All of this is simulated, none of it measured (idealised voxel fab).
The process module presented herein is designated voxel wiring stack.
Cross-section cut: width 280 nm, square cells of 5 nm.
Throughout this document, each cross-section is represented as a grid of square cells and is presented as a sequence of bands enumerated from the top downward, where a band comprises one or more rows of cells. The entry gives the band's vertical extent as a top height and a bottom height in nm, then its horizontal make-up as materials from left to right, each with a width in nm. "air" stands for empty space; a single material marked "everywhere" fills the band edge to edge. Note: height 0 marks the level under which the wafer is uniformly one material as received. Lowest band unbounded below, written "0..down". So if you see something like "30 to 40" for the width, read it as the top row of the band sitting at the first number and the bottom row at the second, with every row in between moving by the same amount as the last. Step note "no change" = no cross-section cell changed. Enclosed voids (no open way to top), threshold 8 cells or more, entry "Enclosed internal cavities", notation width x height at distance, distance from left edge, nm. Past the settings on a step's line: simulator remark, on that step. overlay nm: for a step with a mask, the amount by which the mask lay right of where it was planned; a negative amount means left of it. Below you will find pairs of cross-sections. In each, one shows the wafer before one process step and the other after it, with the after view ending at the lowest band that changed. Under each pair is the step separating them, along with its settings. Do not assume the pairs form a chain: they can come from different runs of this module on the same starting wafer, and a pair continues from the pair above it only when its "Cross-section, before" entry says so.

### Cross-section, before
> 150..135 | resist: 65, then air: 15, then resist: 105, then air: 15, then resist: 80
> 135..115 | SiO2: 65, then air: 15, then resist: 15, then SiO2: 30, then resist: 30, then SiO2: 30, then air: 15, then resist: 15, then SiO2: 65
> 115..100 | SiO2 everywhere
> 100..95 | SiCN everywhere
> 95..70 | lowk: 65, then TiN: 5, then Cu: 20, then TiN: 5, then lowk: 30, then TiN: 5, then Cu: 20, then TiN: 5, then lowk: 30, then TiN: 5, then Cu: 20, then TiN: 5, then lowk: 65
> 70..65 | SiCN: 65, then TiN: 30, then SiCN: 30, then TiN: 30, then SiCN: 30, then TiN: 30, then SiCN: 65
> 65..45 | lowk: 65, then Ru: 15, then lowk: 105, then Ru: 15, then lowk: 80
> 45..40 | SiCN: 65, then Ru: 15, then SiCN: 105, then Ru: 15, then SiCN: 80
> 40..15 | lowk: 55, then TiN: 5, then W: 20, then TiN: 5, then lowk: 30, then TiN: 5, then W: 20, then TiN: 5, then lowk: 30, then TiN: 5, then W: 20, then TiN: 5, then lowk: 75
> 15..10 | SiN: 55, then TiN: 30, then SiN: 30, then TiN: 30, then SiN: 30, then TiN: 30, then SiN: 75
> 10..0 | SiO2 everywhere
> 0..down | Si everywhere
> Enclosed internal cavities: none

### Sectional Result
> 150..135 | resist: 65, then air: 15, then resist: 105, then air: 15, then resist: 80
> 135..115 | SiO2: 65, then air: 15, then resist: 15, then SiO2: 30, then resist: 30, then SiO2: 30, then air: 15, then resist: 15, then SiO2: 65
> 115..100 | SiO2: 65, then air: 15, then SiO2: 105, then air: 15, then SiO2: 80
> At heights below 100, the structure remains unaltered.
> Enclosed internal cavities: none
Between the two cross-sections shown above lies DIRECTIONAL_ETCH | etch materials SiO2 | depth nm 15

Cross-section, before: the pre-step structure is the one depicted after the step in the pair just above.

### Sectional Result
> 150..135 | resist: 65, then air: 15, then resist: 105, then air: 15, then resist: 80
> 135..115 | SiO2: 65, then air: 15, then resist: 15, then SiO2: 30, then resist: 30, then SiO2: 30, then air: 15, then resist: 15, then SiO2: 65
> 115..100 | SiO2: 65, then air: 15, then SiO2: 105, then air: 15, then SiO2: 80
> 100..95 | SiCN: 65, then air: 15, then SiCN: 105, then air: 15, then SiCN: 80
> At heights below 95, the structure remains unaltered.
> Enclosed internal cavities: none
Between the two cross-sections shown above lies DIRECTIONAL_ETCH | etch materials SiCN | depth nm 5

Cross-section, before: the pre-step structure is the one depicted after the step in the pair just above.

### Sectional Result
> 135..115 | SiO2: 65, then air: 30, then SiO2: 30, then air: 30, then SiO2: 30, then air: 30, then SiO2: 65
> At heights below 115, the structure remains unaltered.
> Enclosed internal cavities: none
Between the two cross-sections shown above lies STRIP | etch materials resist

Cross-section, before: the pre-step structure is the one depicted after the step in the pair just above.

### Sectional Result
> 140..135 | TiN: 70, then air: 20, then TiN: 40, then air: 20, then TiN: 40, then air: 20, then TiN: 70
> 135..120 | SiO2: 65, then TiN: 5, then air: 20, then TiN: 5, then SiO2: 30, then TiN: 5, then air: 20, then TiN: 5, then SiO2: 30, then TiN: 5, then air: 20, then TiN: 5, then SiO2: 65
> 120..115 | SiO2: 65, then TiN: 5, then air: 5, then TiN: 20, then SiO2: 30, then TiN: 30, then SiO2: 30, then TiN: 5, then air: 5, then TiN: 20, then SiO2: 65
> 115..100 | SiO2: 65, then TiN: 5, then air: 5, then TiN: 5, then SiO2: 105, then TiN: 5, then air: 5, then TiN: 5, then SiO2: 80
> 100..95 | SiCN: 65, then TiN: 15, then SiCN: 105, then TiN: 15, then SiCN: 80
> At heights below 95, the structure remains unaltered.
> Enclosed internal cavities: none
Between the two cross-sections shown above lies CONFORMAL_DEP | material TiN | thk nm 5

Cross-section, before: the pre-step structure is the one depicted after the step in the pair just above.

### Sectional Result
> 150..140 | Cu everywhere
> 140..135 | TiN: 70, then Cu: 20, then TiN: 40, then Cu: 20, then TiN: 40, then Cu: 20, then TiN: 70
> 135..120 | SiO2: 65, then TiN: 5, then Cu: 20, then TiN: 5, then SiO2: 30, then TiN: 5, then Cu: 20, then TiN: 5, then SiO2: 30, then TiN: 5, then Cu: 20, then TiN: 5, then SiO2: 65
> 120..115 | SiO2: 65, then TiN: 5, then Cu: 5, then TiN: 20, then SiO2: 30, then TiN: 30, then SiO2: 30, then TiN: 5, then Cu: 5, then TiN: 20, then SiO2: 65
> 115..100 | SiO2: 65, then TiN: 5, then Cu: 5, then TiN: 5, then SiO2: 105, then TiN: 5, then Cu: 5, then TiN: 5, then SiO2: 80
> At heights below 100, the structure remains unaltered.
> Enclosed internal cavities: none
Between the two cross-sections shown above lies FILL_DEP | material Cu | thk nm 10

Cross-section, before: the pre-step structure is the one depicted after the step in the pair just above.

### Sectional Result
> 135..120 | SiO2: 65, then TiN: 5, then Cu: 20, then TiN: 5, then SiO2: 30, then TiN: 5, then Cu: 20, then TiN: 5, then SiO2: 30, then TiN: 5, then Cu: 20, then TiN: 5, then SiO2: 65
> At heights below 120, the structure remains unaltered.
> Enclosed internal cavities: none
Between the two cross-sections shown above lies CMP | height nm 135

Cross-section, before: the pre-step structure is the one depicted after the step in the pair just above.

### Sectional Result
> 140..135 | SiN everywhere
> At heights below 135, the structure remains unaltered.
> Enclosed internal cavities: none
Between the two cross-sections shown above lies CONFORMAL_DEP | material SiN | thk nm 5

### Cross-section, before
> 65..45 | lowk: 65, then Ru: 15, then lowk: 105, then Ru: 15, then lowk: 80
> 45..40 | SiCN: 65, then Ru: 15, then SiCN: 105, then Ru: 15, then SiCN: 80
> 40..15 | lowk: 65, then TiN: 5, then W: 20, then TiN: 5, then lowk: 30, then TiN: 5, then W: 20, then TiN: 5, then lowk: 30, then TiN: 5, then W: 20, then TiN: 5, then lowk: 65
> 15..10 | SiN: 65, then TiN: 30, then SiN: 30, then TiN: 30, then SiN: 30, then TiN: 30, then SiN: 65
> 10..0 | SiO2 everywhere
> 0..down | Si everywhere
> Enclosed internal cavities: none

### Sectional Result
> 70..65 | W everywhere
> At heights below 65, the structure remains unaltered.
> Enclosed internal cavities: none
Between the two cross-sections shown above lies CONFORMAL_DEP | material W | thk nm 5

Cross-section, before: the pre-step structure is the one depicted after the step in the pair just above.

### Sectional Result
> 95..70 | lowk everywhere
> At heights below 70, the structure remains unaltered.
> Enclosed internal cavities: none
Between the two cross-sections shown above lies DIRECTIONAL_DEP | material lowk | thk nm 25

Cross-section, before: the pre-step structure is the one depicted after the step in the pair just above.

### Sectional Result
> 95..70 | lowk: 65, then air: 30, then lowk: 30, then air: 30, then lowk: 30, then air: 30, then lowk: 65
> At heights below 70, the structure remains unaltered.
> Enclosed internal cavities: none
Between the two cross-sections shown above lies MASKED_ETCH | tone open | mask id METAL_2 | width nm 30 | pitch nm 60 | etch materials lowk | depth nm 25 | overlay nm 0

Cross-section, before: the pre-step structure is the one depicted after the step in the pair just above.

### Sectional Result
> 100..95 | TiN: 70, then air: 20, then TiN: 40, then air: 20, then TiN: 40, then air: 20, then TiN: 70
> 95..75 | lowk: 65, then TiN: 5, then air: 20, then TiN: 5, then lowk: 30, then TiN: 5, then air: 20, then TiN: 5, then lowk: 30, then TiN: 5, then air: 20, then TiN: 5, then lowk: 65
> 75..70 | lowk: 65, then TiN: 30, then lowk: 30, then TiN: 30, then lowk: 30, then TiN: 30, then lowk: 65
> At heights below 70, the structure remains unaltered.
> Enclosed internal cavities: none
Between the two cross-sections shown above lies CONFORMAL_DEP | material TiN | thk nm 5

Cross-section, before: the pre-step structure is the one depicted after the step in the pair just above.

### Sectional Result
> 110..100 | Cu everywhere
> 100..95 | TiN: 70, then Cu: 20, then TiN: 40, then Cu: 20, then TiN: 40, then Cu: 20, then TiN: 70
> 95..75 | lowk: 65, then TiN: 5, then Cu: 20, then TiN: 5, then lowk: 30, then TiN: 5, then Cu: 20, then TiN: 5, then lowk: 30, then TiN: 5, then Cu: 20, then TiN: 5, then lowk: 65
> At heights below 75, the structure remains unaltered.
> Enclosed internal cavities: none
Between the two cross-sections shown above lies FILL_DEP | material Cu | thk nm 10

Cross-section, before: the pre-step structure is the one depicted after the step in the pair just above.

### Sectional Result
> 95..75 | lowk: 65, then TiN: 5, then Cu: 20, then TiN: 5, then lowk: 30, then TiN: 5, then Cu: 20, then TiN: 5, then lowk: 30, then TiN: 5, then Cu: 20, then TiN: 5, then lowk: 65
> At heights below 75, the structure remains unaltered.
> Enclosed internal cavities: none
Between the two cross-sections shown above lies CMP | height nm 95

Cross-section, before: the pre-step structure is the one depicted after the step in the pair just above.

### Sectional Result
> 100..95 | SiCN everywhere
> At heights below 95, the structure remains unaltered.
> Enclosed internal cavities: none
Between the two cross-sections shown above lies CONFORMAL_DEP | material SiCN | thk nm 5

Cross-section, before: the pre-step structure is the one depicted after the step in the pair just above.

### Sectional Result
> 135..100 | SiO2 everywhere
> At heights below 100, the structure remains unaltered.
> Enclosed internal cavities: none
Between the two cross-sections shown above lies DIRECTIONAL_DEP | material SiO2 | thk nm 35

Cross-section, before: the pre-step structure is the one depicted after the step in the pair just above.

### Sectional Result
> 145..135 | aC everywhere
> At heights below 135, the structure remains unaltered.
> Enclosed internal cavities: none
Between the two cross-sections shown above lies DIRECTIONAL_DEP | material aC | thk nm 10

Cross-section, before: the pre-step structure is the one depicted after the step in the pair just above.

### Sectional Result
> 175..145 | resist: 65, then air: 30, then resist: 30, then air: 30, then resist: 30, then air: 30, then resist: 65
> At heights below 145, the structure remains unaltered.
> Enclosed internal cavities: none
Between the two cross-sections shown above lies PATTERN | tone open | mask id METAL_3 | material resist | width nm 30 | pitch nm 60 | thk nm 30 | overlay nm 0

Cross-section, before: the pre-step structure is the one depicted after the step in the pair just above.

### Sectional Result
> 165..145 | resist: 65, then air: 30, then resist: 30, then air: 30, then resist: 30, then air: 30, then resist: 65
> 145..135 | aC: 65, then air: 30, then aC: 30, then air: 30, then aC: 30, then air: 30, then aC: 65
> At heights below 135, the structure remains unaltered.
> Enclosed internal cavities: none
Between the two cross-sections shown above lies DIRECTIONAL_ETCH | etch materials aC | depth nm 10

Cross-section, before: the pre-step structure is the one depicted after the step in the pair just above.

### Sectional Result
> 145..135 | aC: 65, then air: 30, then aC: 30, then air: 30, then aC: 30, then air: 30, then aC: 65
> At heights below 135, the structure remains unaltered.
> Enclosed internal cavities: none
Between the two cross-sections shown above lies STRIP | etch materials resist

Cross-section, before: the pre-step structure is the one depicted after the step in the pair just above.

### Sectional Result
> 145..135 | aC: 65, then air: 30, then aC: 30, then air: 30, then aC: 30, then air: 30, then aC: 65
> 135..115 | SiO2: 65, then air: 30, then SiO2: 30, then air: 30, then SiO2: 30, then air: 30, then SiO2: 65
> At heights below 115, the structure remains unaltered.
> Enclosed internal cavities: none
Between the two cross-sections shown above lies DIRECTIONAL_ETCH | etch materials SiO2 | depth nm 20

Cross-section, before: the pre-step structure is the one depicted after the step in the pair just above.

### Sectional Result
> 135..115 | SiO2: 65, then air: 30, then SiO2: 30, then air: 30, then SiO2: 30, then air: 30, then SiO2: 65
> At heights below 115, the structure remains unaltered.
> Enclosed internal cavities: none
Between the two cross-sections shown above lies STRIP | etch materials aC

Cross-section, before: the pre-step structure is the one depicted after the step in the pair just above.

### Sectional Result
> 150..135 | resist: 65, then air: 15, then resist: 105, then air: 15, then resist: 80
> 135..115 | SiO2: 65, then air: 15, then resist: 15, then SiO2: 30, then resist: 30, then SiO2: 30, then air: 15, then resist: 15, then SiO2: 65
> At heights below 115, the structure remains unaltered.
> Enclosed internal cavities: none
Between the two cross-sections shown above lies PATTERN | tone open | mask id METAL_3_HOLES | material resist | width nm 15 | pitch nm 120 | thk nm 15 | overlay nm 0

Cross-section, before: the pre-step structure is the one depicted after the step in the pair just above.

### Sectional Result
> 150..135 | resist: 65, then air: 15, then resist: 105, then air: 15, then resist: 80
> 135..115 | SiO2: 65, then air: 15, then resist: 15, then SiO2: 30, then resist: 30, then SiO2: 30, then air: 15, then resist: 15, then SiO2: 65
> 115..100 | SiO2: 65, then air: 15, then SiO2: 105, then air: 15, then SiO2: 80
> At heights below 100, the structure remains unaltered.
> Enclosed internal cavities: none
Between the two cross-sections shown above lies DIRECTIONAL_ETCH | etch materials SiO2 | depth nm 15

Cross-section, before: the pre-step structure is the one depicted after the step in the pair just above.

### Sectional Result
> 150..135 | resist: 65, then air: 15, then resist: 105, then air: 15, then resist: 80
> 135..115 | SiO2: 65, then air: 15, then resist: 15, then SiO2: 30, then resist: 30, then SiO2: 30, then air: 15, then resist: 15, then SiO2: 65
> 115..100 | SiO2: 65, then air: 15, then SiO2: 105, then air: 15, then SiO2: 80
> 100..95 | SiCN: 65, then air: 15, then SiCN: 105, then air: 15, then SiCN: 80
> At heights below 95, the structure remains unaltered.
> Enclosed internal cavities: none
Between the two cross-sections shown above lies DIRECTIONAL_ETCH | etch materials SiCN | depth nm 5

Cross-section, before: the pre-step structure is the one depicted after the step in the pair just above.

### Sectional Result
> 135..115 | SiO2: 65, then air: 30, then SiO2: 30, then air: 30, then SiO2: 30, then air: 30, then SiO2: 65
> At heights below 115, the structure remains unaltered.
> Enclosed internal cavities: none
Between the two cross-sections shown above lies STRIP | etch materials resist

Cross-section, before: the pre-step structure is the one depicted after the step in the pair just above.

### Sectional Result
> 140..135 | TiN: 70, then air: 20, then TiN: 40, then air: 20, then TiN: 40, then air: 20, then TiN: 70
> 135..120 | SiO2: 65, then TiN: 5, then air: 20, then TiN: 5, then SiO2: 30, then TiN: 5, then air: 20, then TiN: 5, then SiO2: 30, then TiN: 5, then air: 20, then TiN: 5, then SiO2: 65
> 120..115 | SiO2: 65, then TiN: 5, then air: 5, then TiN: 20, then SiO2: 30, then TiN: 30, then SiO2: 30, then TiN: 5, then air: 5, then TiN: 20, then SiO2: 65
> 115..100 | SiO2: 65, then TiN: 5, then air: 5, then TiN: 5, then SiO2: 105, then TiN: 5, then air: 5, then TiN: 5, then SiO2: 80
> 100..95 | SiCN: 65, then TiN: 15, then SiCN: 105, then TiN: 15, then SiCN: 80
> At heights below 95, the structure remains unaltered.
> Enclosed internal cavities: none
Between the two cross-sections shown above lies CONFORMAL_DEP | material TiN | thk nm 5

Cross-section, before: the pre-step structure is the one depicted after the step in the pair just above.

### Sectional Result
> 150..140 | Cu everywhere
> 140..135 | TiN: 70, then Cu: 20, then TiN: 40, then Cu: 20, then TiN: 40, then Cu: 20, then TiN: 70
> 135..120 | SiO2: 65, then TiN: 5, then Cu: 20, then TiN: 5, then SiO2: 30, then TiN: 5, then Cu: 20, then TiN: 5, then SiO2: 30, then TiN: 5, then Cu: 20, then TiN: 5, then SiO2: 65
> 120..115 | SiO2: 65, then TiN: 5, then Cu: 5, then TiN: 20, then SiO2: 30, then TiN: 30, then SiO2: 30, then TiN: 5, then Cu: 5, then TiN: 20, then SiO2: 65
> 115..100 | SiO2: 65, then TiN: 5, then Cu: 5, then TiN: 5, then SiO2: 105, then TiN: 5, then Cu: 5, then TiN: 5, then SiO2: 80
> At heights below 100, the structure remains unaltered.
> Enclosed internal cavities: none
Between the two cross-sections shown above lies FILL_DEP | material Cu | thk nm 10

Cross-section, before: the pre-step structure is the one depicted after the step in the pair just above.

### Sectional Result
> 135..120 | SiO2: 65, then TiN: 5, then Cu: 20, then TiN: 5, then SiO2: 30, then TiN: 5, then Cu: 20, then TiN: 5, then SiO2: 30, then TiN: 5, then Cu: 20, then TiN: 5, then SiO2: 65
> At heights below 120, the structure remains unaltered.
> Enclosed internal cavities: none
Between the two cross-sections shown above lies CMP | height nm 135

Cross-section, before: the pre-step structure is the one depicted after the step in the pair just above.

### Sectional Result
> 140..135 | SiN everywhere
> At heights below 135, the structure remains unaltered.
> Enclosed internal cavities: none
Between the two cross-sections shown above lies CONFORMAL_DEP | material SiN | thk nm 5

### Cross-section, before
> 135..115 | SiO2: 65, then air: 30, then SiO2: 30, then air: 30, then SiO2: 30, then air: 30, then SiO2: 65
> 115..100 | SiO2 everywhere
> 100..95 | SiCN everywhere
> 95..70 | lowk: 65, then TiN: 5, then Cu: 20, then TiN: 5, then lowk: 30, then TiN: 5, then Cu: 20, then TiN: 5, then lowk: 30, then TiN: 5, then Cu: 20, then TiN: 5, then lowk: 65
> 70..65 | SiCN: 65, then TiN: 30, then SiCN: 30, then TiN: 30, then SiCN: 30, then TiN: 30, then SiCN: 65
> 65..45 | lowk: 65, then Ru: 15, then lowk: 105, then Ru: 15, then lowk: 80
> 45..40 | SiCN: 65, then Ru: 15, then SiCN: 105, then Ru: 15, then SiCN: 80
> 40..15 | lowk: 65, then TiN: 5, then W: 20, then TiN: 5, then lowk: 30, then TiN: 5, then W: 20, then TiN: 5, then lowk: 30, then TiN: 5, then W: 20, then TiN: 5, then lowk: 65
> 15..10 | SiN: 65, then TiN: 30, then SiN: 30, then TiN: 30, then SiN: 30, then TiN: 30, then SiN: 65
> 10..0 | SiO2 everywhere
> 0..down | Si everywhere
> Enclosed internal cavities: none

### Sectional Result
> 150..135 | air: 65, then resist: 15, then air: 105, then resist: 15, then air: 80
> 135..115 | SiO2: 65, then resist: 15, then air: 15, then SiO2: 30, then air: 30, then SiO2: 30, then resist: 15, then air: 15, then SiO2: 65
> At heights below 115, the structure remains unaltered.
> Enclosed internal cavities: none
Between the two cross-sections shown above lies PATTERN | tone cover | mask id METAL_3_HOLES | material resist | width nm 15 | pitch nm 120 | thk nm 15 | overlay nm 0

Cross-section, before: the pre-step structure is the one depicted after the step in the pair just above.

### Sectional Result
> 150..120 | air: 65, then resist: 15, then air: 105, then resist: 15, then air: 80
> 120..115 | SiO2: 65, then resist: 15, then air: 15, then SiO2: 30, then air: 30, then SiO2: 30, then resist: 15, then air: 15, then SiO2: 65
> 115..100 | SiO2: 80, then air: 15, then SiO2: 30, then air: 30, then SiO2: 45, then air: 15, then SiO2: 65
> At heights below 100, the structure remains unaltered.
> Enclosed internal cavities: none
Between the two cross-sections shown above lies DIRECTIONAL_ETCH | etch materials SiO2 | depth nm 15

Cross-section, before: the pre-step structure is the one depicted after the step in the pair just above.

### Sectional Result
> 150..120 | air: 65, then resist: 15, then air: 105, then resist: 15, then air: 80
> 120..115 | SiO2: 65, then resist: 15, then air: 15, then SiO2: 30, then air: 30, then SiO2: 30, then resist: 15, then air: 15, then SiO2: 65
> 115..100 | SiO2: 80, then air: 15, then SiO2: 30, then air: 30, then SiO2: 45, then air: 15, then SiO2: 65
> 100..95 | SiCN: 80, then air: 15, then SiCN: 30, then air: 30, then SiCN: 45, then air: 15, then SiCN: 65
> At heights below 95, the structure remains unaltered.
> Enclosed internal cavities: none
Between the two cross-sections shown above lies DIRECTIONAL_ETCH | etch materials SiCN | depth nm 5

Cross-section, before: the pre-step structure is the one depicted after the step in the pair just above.

### Sectional Result
> 120..115 | SiO2: 65, then air: 30, then SiO2: 30, then air: 30, then SiO2: 30, then air: 30, then SiO2: 65
> At heights below 115, the structure remains unaltered.
> Enclosed internal cavities: none
Between the two cross-sections shown above lies STRIP | etch materials resist

Cross-section, before: the pre-step structure is the one depicted after the step in the pair just above.

### Sectional Result
> 125..120 | TiN: 70, then air: 20, then TiN: 40, then air: 20, then TiN: 40, then air: 20, then TiN: 70
> 120..115 | SiO2: 65, then TiN: 20, then air: 5, then TiN: 5, then SiO2: 30, then TiN: 5, then air: 20, then TiN: 5, then SiO2: 30, then TiN: 20, then air: 5, then TiN: 5, then SiO2: 65
> 115..100 | SiO2: 80, then TiN: 5, then air: 5, then TiN: 5, then SiO2: 30, then TiN: 5, then air: 20, then TiN: 5, then SiO2: 45, then TiN: 5, then air: 5, then TiN: 5, then SiO2: 65
> 100..95 | SiCN: 80, then TiN: 15, then SiCN: 30, then TiN: 30, then SiCN: 45, then TiN: 15, then SiCN: 65
> At heights below 95, the structure remains unaltered.
> Enclosed internal cavities: none
Between the two cross-sections shown above lies CONFORMAL_DEP | material TiN | thk nm 5

Cross-section, before: the pre-step structure is the one depicted after the step in the pair just above.

### Sectional Result
> 135..125 | Cu everywhere
> 125..120 | TiN: 70, then Cu: 20, then TiN: 40, then Cu: 20, then TiN: 40, then Cu: 20, then TiN: 70
> 120..115 | SiO2: 65, then TiN: 20, then Cu: 5, then TiN: 5, then SiO2: 30, then TiN: 5, then Cu: 20, then TiN: 5, then SiO2: 30, then TiN: 20, then Cu: 5, then TiN: 5, then SiO2: 65
> 115..100 | SiO2: 80, then TiN: 5, then Cu: 5, then TiN: 5, then SiO2: 30, then TiN: 5, then Cu: 20, then TiN: 5, then SiO2: 45, then TiN: 5, then Cu: 5, then TiN: 5, then SiO2: 65
> At heights below 100, the structure remains unaltered.
> Enclosed internal cavities: none
Between the two cross-sections shown above lies FILL_DEP | material Cu | thk nm 10

Cross-section, before: the pre-step structure is the one depicted after the step in the pair just above.

### Sectional Result
> 140..135 | SiN everywhere
> At heights below 135, the structure remains unaltered.
> Enclosed internal cavities: none
Between the two cross-sections shown above lies CONFORMAL_DEP | material SiN | thk nm 5
